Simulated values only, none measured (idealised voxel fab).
Process module name: voxel air gaps
Square cells of 5 nm make up the cross-section cut, whose width is 220 nm.
This document writes a cross-section as a grid whose cells are square, and gives it as bands, listed from the top down; one or more rows of cells form a band.
Heights first: top, then bottom, in nm. Then materials, left to right, each with a width in nm. "edge to edge" on a single material: fills the band edge to edge. "empty": empty space.
Convention: height 0 is the level below which the wafer, as received, is all one material. The lowest band does not terminate at the bottom but continues downward, represented as "top 0, no bottom".
It should be noted that a width expressed as "30->40" varies in equal increments from row to row of cells within the band, taking the value of the first number at the top row and that of the second number at the bottom row.
Any step labelled "remained unchanged" changed none of the cells in the cross-section.
In "Entrapped void list" the enclosed voids are listed, meaning empty spaces of 8 cells or larger without any opening to the top. The form is width x height at distance, distance from the left edge, units nm.
It should be noted that, on the line of a given step, the content following the step's settings is a remark produced by the simulator itself with respect to that step.
What "overlay nm" on a step's line means: if the step has a mask, that mask lay this far to the right of its planned place, or, when the value is negative, to the left.
Process steps (planned):
1 RECEIVE [material Si]
2 CONFORMAL_DEP [material SiO2] [thk nm 10]
3 CONFORMAL_DEP [material SiN] [thk nm 5]
4 DIRECTIONAL_DEP [material lowk] [thk nm 35]
5 DIRECTIONAL_DEP [material aC] [thk nm 15]
6 PATTERN [tone open] [mask id LINES] [material resist] [width nm 25] [pitch nm 50] [thk nm 30] [overlay nm 0]
7 DIRECTIONAL_ETCH [etch materials aC] [depth nm 15]
8 STRIP [etch materials resist]
9 DIRECTIONAL_ETCH [etch materials lowk] [depth nm 35]
10 STRIP [etch materials aC]
11 CONFORMAL_DEP [material TiN] [thk nm 5]
12 FILL_DEP [material Ru] [thk nm 5]
13 CMP [height nm 50]
14 EPI [material Ru] [thk nm 10]
15 SELECTIVE_ETCH [etch materials lowk] [depth nm 45]
16 CONFORMAL_DEP [material SiCN] [thk nm 5]
Account of the first of two wafers, which was processed as intended:
Delivered wafer in cross-section: state after step 1:
	top 0, no bottom | Si edge to edge
	Entrapped void list: none
After step 2, in cross-section:
	top 10, bottom 0 | SiO2 edge to edge
	Unchanged below 0.
After step 3, in cross-section:
	top 15, bottom 10 | SiN edge to edge
	Unchanged below 10.
After step 4, in cross-section:
	top 50, bottom 15 | lowk edge to edge
	Unchanged below 15.
After step 5, in cross-section:
	top 65, bottom 50 | aC edge to edge
	Unchanged below 50.
After step 6, in cross-section:
	top 95, bottom 65 | resist=20 / empty=25 / resist=25 / empty=25 / resist=25 / empty=25 / resist=25 / empty=25 / resist=25
	Unchanged below 65.
After step 7, in cross-section:
	top 80, bottom 65 | resist=20 / empty=25 / resist=25 / empty=25 / resist=25 / empty=25 / resist=25 / empty=25 / resist=25
	top 65, bottom 50 | aC=20 / empty=25 / aC=25 / empty=25 / aC=25 / empty=25 / aC=25 / empty=25 / aC=25
	Unchanged below 50.
After step 8, in cross-section:
	top 65, bottom 50 | aC=20 / empty=25 / aC=25 / empty=25 / aC=25 / empty=25 / aC=25 / empty=25 / aC=25
	Unchanged below 50.
After step 9, in cross-section:
	top 65, bottom 50 | aC=20 / empty=25 / aC=25 / empty=25 / aC=25 / empty=25 / aC=25 / empty=25 / aC=25
	top 50, bottom 15 | lowk=20 / empty=25 / lowk=25 / empty=25 / lowk=25 / empty=25 / lowk=25 / empty=25 / lowk=25
	Unchanged below 15.
After step 10, in cross-section:
	top 50, bottom 15 | lowk=20 / empty=25 / lowk=25 / empty=25 / lowk=25 / empty=25 / lowk=25 / empty=25 / lowk=25
	Unchanged below 15.
After step 11, in cross-section:
	top 55, bottom 50 | TiN=25 / empty=15 / TiN=35 / empty=15 / TiN=35 / empty=15 / TiN=35 / empty=15 / TiN=30
	top 50, bottom 20 | lowk=20 / TiN=5 / empty=15 / TiN=5 / lowk=25 / TiN=5 / empty=15 / TiN=5 / lowk=25 / TiN=5 / empty=15 / TiN=5 / lowk=25 / TiN=5 / empty=15 / TiN=5 / lowk=25
	top 20, bottom 15 | lowk=20 / TiN=25 / lowk=25 / TiN=25 / lowk=25 / TiN=25 / lowk=25 / TiN=25 / lowk=25
	Unchanged below 15.
After step 12, in cross-section:
	top 60, bottom 55 | Ru edge to edge
	top 55, bottom 50 | TiN=25 / Ru=15 / TiN=35 / Ru=15 / TiN=35 / Ru=15 / TiN=35 / Ru=15 / TiN=30
	top 50, bottom 20 | lowk=20 / TiN=5 / Ru=15 / TiN=5 / lowk=25 / TiN=5 / Ru=15 / TiN=5 / lowk=25 / TiN=5 / Ru=15 / TiN=5 / lowk=25 / TiN=5 / Ru=15 / TiN=5 / lowk=25
	Unchanged below 20.
After step 13, in cross-section:
	top 50, bottom 20 | lowk=20 / TiN=5 / Ru=15 / TiN=5 / lowk=25 / TiN=5 / Ru=15 / TiN=5 / lowk=25 / TiN=5 / Ru=15 / TiN=5 / lowk=25 / TiN=5 / Ru=15 / TiN=5 / lowk=25
	Unchanged below 20.
After step 14, in cross-section:
	top 60, bottom 50 | empty=10 / Ru=45 / empty=5 / Ru=45 / empty=5 / Ru=45 / empty=5 / Ru=45 / empty=15
	Unchanged below 50.
After step 15, in cross-section:
	top 60, bottom 50 | empty=10 / Ru=45 / empty=5 / Ru=45 / empty=5 / Ru=45 / empty=5 / Ru=45 / empty=15
	top 50, bottom 20 | empty=20 / TiN=5 / Ru=15 / TiN=5 / empty=25 / TiN=5 / Ru=15 / TiN=5 / empty=25 / TiN=5 / Ru=15 / TiN=5 / empty=25 / TiN=5 / Ru=15 / TiN=5 / empty=25
	top 20, bottom 15 | empty=20 / TiN=25 / empty=25 / TiN=25 / empty=25 / TiN=25 / empty=25 / TiN=25 / empty=25
	Unchanged below 15.
After step 16, in cross-section:
	top 65, bottom 60 | empty=5 / SiCN=205 / empty=10
	top 60, bottom 50 | empty=5 / SiCN=5 / Ru=45 / SiCN=5 / Ru=45 / SiCN=5 / Ru=45 / SiCN=5 / Ru=45 / SiCN=5 / empty=10
	top 50, bottom 45 | empty=5 / SiCN=15 / TiN=5 / Ru=15 / TiN=5 / SiCN=25 / TiN=5 / Ru=15 / TiN=5 / SiCN=25 / TiN=5 / Ru=15 / TiN=5 / SiCN=25 / TiN=5 / Ru=15 / TiN=5 / SiCN=15 / empty=10
	top 45, bottom 20 | empty=15 / SiCN=5 / TiN=5 / Ru=15 / TiN=5 / SiCN=5 / empty=15 / SiCN=5 / TiN=5 / Ru=15 / TiN=5 / SiCN=5 / empty=15 / SiCN=5 / TiN=5 / Ru=15 / TiN=5 / SiCN=5 / empty=15 / SiCN=5 / TiN=5 / Ru=15 / TiN=5 / SiCN=5 / empty=20
	top 20, bottom 15 | SiCN=20 / TiN=25 / SiCN=25 / TiN=25 / SiCN=25 / TiN=25 / SiCN=25 / TiN=25 / SiCN=25
	Unchanged below 15.
	Entrapped void list: 15 x 25 at 50; 15 x 25 at 100; 15 x 25 at 150
Second wafer - shared start and plan with the first - one error in running - same as the first up to step 13 inclusive:
X-section, second wafer, when step 14 was due to finish:
	top 50, bottom 20 | empty=20 / TiN=5 / Ru=15 / TiN=5 / empty=25 / TiN=5 / Ru=15 / TiN=5 / empty=25 / TiN=5 / Ru=15 / TiN=5 / empty=25 / TiN=5 / Ru=15 / TiN=5 / empty=25
	top 20, bottom 15 | empty=20 / TiN=25 / empty=25 / TiN=25 / empty=25 / TiN=25 / empty=25 / TiN=25 / empty=25
	Unchanged below 15.
X-section, second wafer, when step 15 was due to finish:
	top 60, bottom 50 | empty=10 / Ru=45 / empty=5 / Ru=45 / empty=5 / Ru=45 / empty=5 / Ru=45 / empty=15
	top 50, bottom 20 | empty=10 / Ru=10 / TiN=5 / Ru=15 / TiN=5 / Ru=10 / empty=5 / Ru=10 / TiN=5 / Ru=15 / TiN=5 / Ru=10 / empty=5 / Ru=10 / TiN=5 / Ru=15 / TiN=5 / Ru=10 / empty=5 / Ru=10 / TiN=5 / Ru=15 / TiN=5 / Ru=10 / empty=15
	top 20, bottom 15 | empty=10 / Ru=10 / TiN=25 / Ru=10 / empty=5 / Ru=10 / TiN=25 / Ru=10 / empty=5 / Ru=10 / TiN=25 / Ru=10 / empty=5 / Ru=10 / TiN=25 / Ru=10 / empty=15
	Unchanged below 15.
X-section, second wafer, when step 16 was due to finish:
	top 65, bottom 60 | empty=5 / SiCN=205 / empty=10
	top 60, bottom 50 | empty=5 / SiCN=5 / Ru=45 / SiCN=5 / Ru=45 / SiCN=5 / Ru=45 / SiCN=5 / Ru=45 / SiCN=5 / empty=10
	top 50, bottom 20 | empty=5 / SiCN=5 / Ru=10 / TiN=5 / Ru=15 / TiN=5 / Ru=10 / SiCN=5 / Ru=10 / TiN=5 / Ru=15 / TiN=5 / Ru=10 / SiCN=5 / Ru=10 / TiN=5 / Ru=15 / TiN=5 / Ru=10 / SiCN=5 / Ru=10 / TiN=5 / Ru=15 / TiN=5 / Ru=10 / SiCN=5 / empty=10
	top 20, bottom 15 | SiCN=10 / Ru=10 / TiN=25 / Ru=10 / SiCN=5 / Ru=10 / TiN=25 / Ru=10 / SiCN=5 / Ru=10 / TiN=25 / Ru=10 / SiCN=5 / Ru=10 / TiN=25 / Ru=10 / SiCN=15
	Unchanged below 15.
So what did we get wrong on this run? transposition of steps 14 and 15 relative to the planned sequence
Final comparison by cell count, materials where the second wafer has more or fewer than the first: 112 more of Ru | 47 fewer of SiCN
End state: 3 closed voids on the first wafer, 0 on the second.
